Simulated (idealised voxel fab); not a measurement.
process module | voxel plated lines
cross-section cut | 220 nm wide | cells 5 nm
A cross-section is a grid of square cells, given in bands from the top down. A band is one or more rows of cells.
Each band's line starts with the height of the band's top and of its bottom, in nm. Then come its materials from left to right, each with its width in nm. One material with "throughout" fills the band from edge to edge. "air" is empty space.
Height 0 is the level under which the wafer as received is all one material. The lowest band goes on downwards, as in "0 down".
A width such as "30 to 40" changes by the same amount from each row of cells to the next, from the band's top row to its bottom row.
"no change" after a step means that no cell of the cross-section changed.
closed voids: empty space of 8 cells or more with no open way to the top, each as width x height at its distance from the left edge, in nm
after a step's settings: what the simulator itself notes on the step
overlay nm, on a step with a mask: how far to the right of its planned place the mask lay; to the left if negative
plan
1 op RECEIVE | material Si
2 op CONFORMAL_DEP | material Al2O3 | thk nm 15
3 op DIRECTIONAL_DEP | material TiN | thk nm 5
4 op PATTERN | tone open | mask id LINES | material resist | width nm 15 | pitch nm 30 | thk nm 40 | overlay nm 0
5 op EPI | material Ru | thk nm 5
6 op EPI | material Ru | thk nm 10
7 op EPI | material Ru | thk nm 5
8 op STRIP | etch materials resist
9 op DIRECTIONAL_ETCH | etch materials TiN | depth nm 5
10 op CONFORMAL_DEP | material SiCN | thk nm 5
first wafer, as planned
as received, after step 1
  0 down: Si throughout
  closed voids: none
after step 2
  15 to 0: Al2O3 throughout
  below 0: unchanged
after step 3
  20 to 15: TiN throughout
  below 15: unchanged
after step 4
  60 to 20: resist 70 | air 15 | resist 15 | air 15 | resist 15 | air 15 | resist 75
  below 20: unchanged
after step 5
  60 to 25: resist 70 | air 15 | resist 15 | air 15 | resist 15 | air 15 | resist 75
  25 to 20: resist 70 | Ru 15 | resist 15 | Ru 15 | resist 15 | Ru 15 | resist 75
  below 20: unchanged
after step 6
  60 to 35: resist 70 | air 15 | resist 15 | air 15 | resist 15 | air 15 | resist 75
  35 to 20: resist 70 | Ru 15 | resist 15 | Ru 15 | resist 15 | Ru 15 | resist 75
  below 20: unchanged
after step 7
  60 to 40: resist 70 | air 15 | resist 15 | air 15 | resist 15 | air 15 | resist 75
  40 to 20: resist 70 | Ru 15 | resist 15 | Ru 15 | resist 15 | Ru 15 | resist 75
  below 20: unchanged
after step 8
  40 to 20: air 70 | Ru 15 | air 15 | Ru 15 | air 15 | Ru 15 | air 75
  below 20: unchanged
after step 9
  40 to 20: air 70 | Ru 15 | air 15 | Ru 15 | air 15 | Ru 15 | air 75
  20 to 15: air 70 | TiN 15 | air 15 | TiN 15 | air 15 | TiN 15 | air 75
  below 15: unchanged
after step 10
  45 to 40: air 65 | SiCN 25 | air 5 | SiCN 25 | air 5 | SiCN 25 | air 70
  40 to 20: air 65 | SiCN 5 | Ru 15 | SiCN 5 | air 5 | SiCN 5 | Ru 15 | SiCN 5 | air 5 | SiCN 5 | Ru 15 | SiCN 5 | air 70
  20 to 15: SiCN 70 | TiN 15 | SiCN 15 | TiN 15 | SiCN 15 | TiN 15 | SiCN 75
  below 15: unchanged
second wafer: like start, like plan, one mistake. Through step 3 it matches the first wafer
when step 4 should have ended
  60 to 20: air 70 | resist 15 | air 15 | resist 15 | air 15 | resist 15 | air 75
  below 20: unchanged
when step 5 should have ended
  60 to 25: air 70 | resist 15 | air 15 | resist 15 | air 15 | resist 15 | air 75
  25 to 20: Ru 70 | resist 15 | Ru 15 | resist 15 | Ru 15 | resist 15 | Ru 75
  below 20: unchanged
when step 6 should have ended
  60 to 35: air 70 | resist 15 | air 15 | resist 15 | air 15 | resist 15 | air 75
  35 to 20: Ru 70 | resist 15 | Ru 15 | resist 15 | Ru 15 | resist 15 | Ru 75
  below 20: unchanged
when step 7 should have ended
  60 to 40: air 70 | resist 15 | air 15 | resist 15 | air 15 | resist 15 | air 75
  40 to 20: Ru 70 | resist 15 | Ru 15 | resist 15 | Ru 15 | resist 15 | Ru 75
  below 20: unchanged
when step 8 should have ended
  40 to 20: Ru 70 | air 15 | Ru 15 | air 15 | Ru 15 | air 15 | Ru 75
  below 20: unchanged
when step 9 should have ended
  40 to 20: Ru 70 | air 15 | Ru 15 | air 15 | Ru 15 | air 15 | Ru 75
  20 to 15: TiN 70 | air 15 | TiN 15 | air 15 | TiN 15 | air 15 | TiN 75
  below 15: unchanged
when step 10 should have ended
  45 to 40: SiCN 75 | air 5 | SiCN 25 | air 5 | SiCN 25 | air 5 | SiCN 80
  40 to 20: Ru 70 | SiCN 5 | air 5 | SiCN 5 | Ru 15 | SiCN 5 | air 5 | SiCN 5 | Ru 15 | SiCN 5 | air 5 | SiCN 5 | Ru 75
  20 to 15: TiN 70 | SiCN 15 | TiN 15 | SiCN 15 | TiN 15 | SiCN 15 | TiN 75
  below 15: unchanged
what went wrong: step 4 ran as: op PATTERN | tone cover | mask id LINES | material resist | width nm 15 | pitch nm 30 | thk nm 40 | overlay nm 0
at the end the second wafer has, in cells: 104 more of Ru | 26 more of TiN
